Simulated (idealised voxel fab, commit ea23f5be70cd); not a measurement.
The following process module bears the name voxel wiring stack.
The cross-section shown here is cut; it is 220 nm wide and divided into square cells measuring 5 nm on a side.
Notation: cross-section as square-cell grid; stated in bands, top first, going down; one or more cell rows per band. Heights first: top, then bottom, in nm. Then materials, left to right, each with a width in nm. "everywhere" on a single material: fills the band edge to edge. "air": empty space. It should be noted that heights are counted from 0, beneath which the wafer as supplied is of one material throughout, and that the lowest band possesses no lower boundary but continues downward, as written in "0 and below". It should be noted that a width expressed as "30->40" varies in equal increments from row to row of cells within the band, taking the value of the first number at the top row and that of the second number at the bottom row. The designation "no alteration", where it is given for a processing step, indicates that no cell of the cross-section was altered in the course of that step. Reported under the label "Voids, enclosed" are the empty spaces having no open way to the top and comprising 8 cells or more; the notation for each is width x height at distance, in which the distance is measured from the left edge and all three values are in nm. On a step's line, text after the settings is the simulator commenting on that step. If you see "overlay nm" on a step's line and that step has a mask, it's telling you how far right of where it was planned the mask ended up; a negative number means it went left instead.
**Steps in the process plan**
step 1: RECEIVE | material Si
step 2: CONFORMAL_DEP | material SiO2 | thk nm 15
step 3: CONFORMAL_DEP | material SiN | thk nm 5
step 4: DIRECTIONAL_DEP | material SiO2 | thk nm 15
step 5: DIRECTIONAL_DEP | material aC | thk nm 15
step 6: PATTERN | tone open | mask id METAL_1 | material resist | width nm 30 | pitch nm 45 | thk nm 30 | overlay nm 0
step 7: DIRECTIONAL_ETCH | etch materials aC | depth nm 15
step 8: STRIP | etch materials resist
step 9: DIRECTIONAL_ETCH | etch materials SiO2 | depth nm 15
step 10: DIRECTIONAL_ETCH | etch materials SiN | depth nm 5
step 11: STRIP | etch materials aC
step 12: CONFORMAL_DEP | material TiN | thk nm 5
step 13: FILL_DEP | material Cu | thk nm 5
step 14: CMP | height nm 35
step 15: EPI | material Ru | thk nm 5
step 16: FILL_DEP | material SiCN | thk nm 5
step 17: DIRECTIONAL_DEP | material SiO2 | thk nm 30
step 18: DIRECTIONAL_DEP | material aC | thk nm 10
step 19: PATTERN | tone open | mask id METAL_2 | material resist | width nm 30 | pitch nm 45 | thk nm 25 | overlay nm 0
step 20: DIRECTIONAL_ETCH | etch materials aC | depth nm 10
step 21: STRIP | etch materials resist
step 22: DIRECTIONAL_ETCH | etch materials SiO2 | depth nm 20
step 23: STRIP | etch materials aC
step 24: DIRECTIONAL_DEP | material aC | thk nm 10
step 25: PATTERN | tone open | mask id METAL_2_HOLES | material resist | width nm 15 | pitch nm 45 | thk nm 30 | overlay nm 0
step 26: DIRECTIONAL_ETCH | etch materials aC | depth nm 10
step 27: STRIP | etch materials resist
step 28: DIRECTIONAL_ETCH | etch materials SiO2 | depth nm 10
step 29: DIRECTIONAL_ETCH | etch materials SiCN | depth nm 5
step 30: STRIP | etch materials aC
step 31: CONFORMAL_DEP | material TiN | thk nm 5
step 32: FILL_DEP | material Cu | thk nm 5
step 33: CMP | height nm 75
step 34: CONFORMAL_DEP | material SiCN | thk nm 5
step 35: DIRECTIONAL_DEP | material lowk | thk nm 30
step 36: DIRECTIONAL_DEP | material aC | thk nm 10
step 37: PATTERN | tone open | mask id METAL_3_HOLES | material resist | width nm 15 | pitch nm 90 | thk nm 25 | overlay nm 0
step 38: DIRECTIONAL_ETCH | etch materials aC | depth nm 10
step 39: STRIP | etch materials resist
step 40: DIRECTIONAL_ETCH | etch materials lowk | depth nm 30
step 41: STRIP | etch materials aC
step 42: PATTERN | tone open | mask id METAL_3 | material resist | width nm 30 | pitch nm 45 | thk nm 20 | overlay nm 0
step 43: DIRECTIONAL_ETCH | etch materials lowk | depth nm 20
step 44: DIRECTIONAL_ETCH | etch materials SiCN | depth nm 5
step 45: STRIP | etch materials resist
step 46: CONFORMAL_DEP | material TiN | thk nm 5
step 47: FILL_DEP | material Ru | thk nm 5
step 48: CMP | height nm 110
step 49: CONFORMAL_DEP | material SiCN | thk nm 5
step 50: DIRECTIONAL_DEP | material lowk | thk nm 15
step 51: DIRECTIONAL_DEP | material aC | thk nm 15
step 52: PATTERN | tone open | mask id PLUG_3 | material resist | width nm 15 | pitch nm 45 | thk nm 30 | overlay nm 0
step 53: DIRECTIONAL_ETCH | etch materials aC | depth nm 15
step 54: STRIP | etch materials resist
step 55: DIRECTIONAL_ETCH | etch materials lowk | depth nm 15
step 56: DIRECTIONAL_ETCH | etch materials SiCN | depth nm 5
step 57: STRIP | etch materials aC
step 58: CONFORMAL_DEP | material TiN | thk nm 5
step 59: FILL_DEP | material W | thk nm 5
step 60: CMP | height nm 130
step 61: DIRECTIONAL_DEP | material TiN | thk nm 5
step 62: DIRECTIONAL_DEP | material W | thk nm 25
step 63: PATTERN | tone cover | mask id METAL_4 | material resist | width nm 30 | pitch nm 45 | thk nm 15 | overlay nm 0
step 64: DIRECTIONAL_ETCH | etch materials W | depth nm 25
step 65: DIRECTIONAL_ETCH | etch materials TiN | depth nm 5
step 66: STRIP | etch materials resist
step 67: FILL_DEP | material SiO2 | thk nm 10
step 68: CMP | height nm 160
step 69: CONFORMAL_DEP | material SiN | thk nm 5
**Cross-section of the incoming wafer, state after step 1**
0 and below  Si everywhere
Voids, enclosed: none
**First of two wafers: cross-section at end of module, run per plan**
165 down to 160  SiN everywhere
160 down to 135  SiO2 25, then W 30, then SiO2 15, then W 30, then SiO2 15, then W 30, then SiO2 15, then W 30, then SiO2 30
135 down to 130  SiO2 25, then TiN 30, then SiO2 15, then TiN 30, then SiO2 15, then TiN 30, then SiO2 15, then TiN 30, then SiO2 30
130 down to 115  lowk 25, then TiN 5, then W 5, then TiN 5, then lowk 30, then TiN 5, then W 5, then TiN 5, then lowk 30, then TiN 5, then W 5, then TiN 5, then lowk 30, then TiN 5, then W 5, then TiN 5, then lowk 45
115 down to 110  SiCN 25, then TiN 15, then SiCN 30, then TiN 15, then SiCN 30, then TiN 15, then SiCN 30, then TiN 15, then SiCN 45
110 down to 95  lowk 25, then TiN 5, then Ru 20, then TiN 5, then lowk 15, then TiN 5, then Ru 20, then TiN 5, then lowk 15, then TiN 5, then Ru 20, then TiN 5, then lowk 15, then TiN 5, then Ru 20, then TiN 5, then lowk 30
95 down to 90  lowk 25, then TiN 5, then Ru 5, then TiN 20, then lowk 15, then TiN 30, then lowk 15, then TiN 5, then Ru 5, then TiN 20, then lowk 15, then TiN 30, then lowk 30
90 down to 80  lowk 25, then TiN 5, then Ru 5, then TiN 5, then lowk 75, then TiN 5, then Ru 5, then TiN 5, then lowk 90
80 down to 75  SiCN 25, then TiN 15, then SiCN 75, then TiN 15, then SiCN 90
75 down to 60  SiO2 25, then TiN 5, then Cu 20, then TiN 5, then SiO2 15, then TiN 5, then Cu 20, then TiN 5, then SiO2 15, then TiN 5, then Cu 20, then TiN 5, then SiO2 15, then TiN 5, then Cu 20, then TiN 5, then SiO2 30
60 down to 55  SiO2 25, then TiN 5, then Cu 5, then TiN 20, then SiO2 15, then TiN 5, then Cu 5, then TiN 20, then SiO2 15, then TiN 5, then Cu 5, then TiN 20, then SiO2 15, then TiN 5, then Cu 5, then TiN 20, then SiO2 30
55 down to 45  SiO2 25, then TiN 5, then Cu 5, then TiN 5, then SiO2 30, then TiN 5, then Cu 5, then TiN 5, then SiO2 30, then TiN 5, then Cu 5, then TiN 5, then SiO2 30, then TiN 5, then Cu 5, then TiN 5, then SiO2 45
45 down to 40  SiCN 25, then TiN 15, then SiCN 30, then TiN 15, then SiCN 30, then TiN 15, then SiCN 30, then TiN 15, then SiCN 45
40 down to 35  SiCN 20, then Ru 40, then SiCN 5, then Ru 40, then SiCN 5, then Ru 40, then SiCN 5, then Ru 40, then SiCN 25
35 down to 20  SiO2 25, then TiN 5, then Cu 20, then TiN 5, then SiO2 15, then TiN 5, then Cu 20, then TiN 5, then SiO2 15, then TiN 5, then Cu 20, then TiN 5, then SiO2 15, then TiN 5, then Cu 20, then TiN 5, then SiO2 30
20 down to 15  SiN 25, then TiN 30, then SiN 15, then TiN 30, then SiN 15, then TiN 30, then SiN 15, then TiN 30, then SiN 30
15 down to 0  SiO2 everywhere
0 and below  Si everywhere
Voids, enclosed: none
**Cross-section, second wafer: same start as the first, same plan as the first, one mistake in running it; taken at the end of the module**
165 down to 160  SiN everywhere
160 down to 135  SiO2 25, then W 30, then SiO2 15, then W 30, then SiO2 15, then W 30, then SiO2 15, then W 30, then SiO2 30
135 down to 130  SiO2 25, then TiN 30, then SiO2 15, then TiN 30, then SiO2 15, then TiN 30, then SiO2 15, then TiN 30, then SiO2 30
130 down to 115  lowk 25, then TiN 5, then W 5, then TiN 5, then lowk 30, then TiN 5, then W 5, then TiN 5, then lowk 30, then TiN 5, then W 5, then TiN 5, then lowk 30, then TiN 5, then W 5, then TiN 5, then lowk 45
115 down to 110  SiCN 25, then TiN 15, then SiCN 30, then TiN 15, then SiCN 30, then TiN 15, then SiCN 30, then TiN 15, then SiCN 45
110 down to 95  lowk 25, then TiN 5, then Ru 20, then TiN 5, then lowk 15, then TiN 5, then Ru 20, then TiN 5, then lowk 15, then TiN 5, then Ru 20, then TiN 5, then lowk 15, then TiN 5, then Ru 20, then TiN 5, then lowk 30
95 down to 90  lowk 25, then TiN 5, then Ru 5, then TiN 20, then lowk 15, then TiN 30, then lowk 15, then TiN 5, then Ru 5, then TiN 20, then lowk 15, then TiN 30, then lowk 30
90 down to 80  lowk 25, then TiN 5, then Ru 5, then TiN 5, then lowk 75, then TiN 5, then Ru 5, then TiN 5, then lowk 90
80 down to 75  SiCN 25, then TiN 15, then SiCN 75, then TiN 15, then SiCN 90
75 down to 60  SiO2 25, then TiN 5, then Cu 20, then TiN 5, then SiO2 15, then TiN 5, then Cu 20, then TiN 5, then SiO2 15, then TiN 5, then Cu 20, then TiN 5, then SiO2 15, then TiN 5, then Cu 20, then TiN 5, then SiO2 30
60 down to 55  SiO2 25, then TiN 5, then Cu 5, then TiN 20, then SiO2 15, then TiN 5, then Cu 5, then TiN 20, then SiO2 15, then TiN 5, then Cu 5, then TiN 20, then SiO2 15, then TiN 5, then Cu 5, then TiN 20, then SiO2 30
55 down to 45  SiO2 25, then TiN 5, then Cu 5, then TiN 5, then SiO2 30, then TiN 5, then Cu 5, then TiN 5, then SiO2 30, then TiN 5, then Cu 5, then TiN 5, then SiO2 30, then TiN 5, then Cu 5, then TiN 5, then SiO2 45
45 down to 40  SiCN 25, then TiN 15, then SiCN 30, then TiN 15, then SiCN 30, then TiN 15, then SiCN 30, then TiN 15, then SiCN 45
40 down to 35  Ru 30, then SiCN 20, then Ru 25, then SiCN 20, then Ru 25, then SiCN 20, then Ru 25, then SiCN 20, then Ru 35
35 down to 20  Cu 20, then TiN 5, then SiO2 30, then TiN 5, then Cu 5, then TiN 5, then SiO2 30, then TiN 5, then Cu 5, then TiN 5, then SiO2 30, then TiN 5, then Cu 5, then TiN 5, then SiO2 30, then TiN 5, then Cu 25
20 down to 15  TiN 25, then SiN 30, then TiN 15, then SiN 30, then TiN 15, then SiN 30, then TiN 15, then SiN 30, then TiN 30
15 down to 0  SiO2 everywhere
0 and below  Si everywhere
Voids, enclosed: none
Diagnosis: step 6 went in with a setting other than planned; the actual run was PATTERN | tone cover | mask id METAL_1 | material resist | width nm 30 | pitch nm 45 | thk nm 30 | overlay nm 0
Looking at both finished wafers in cells, the second ends up ahead of or behind the first on some materials: 12 fewer of Cu | 4 fewer of Ru | 4 more of SiCN | 4 more of SiN | 12 more of SiO2 | 4 fewer of TiN
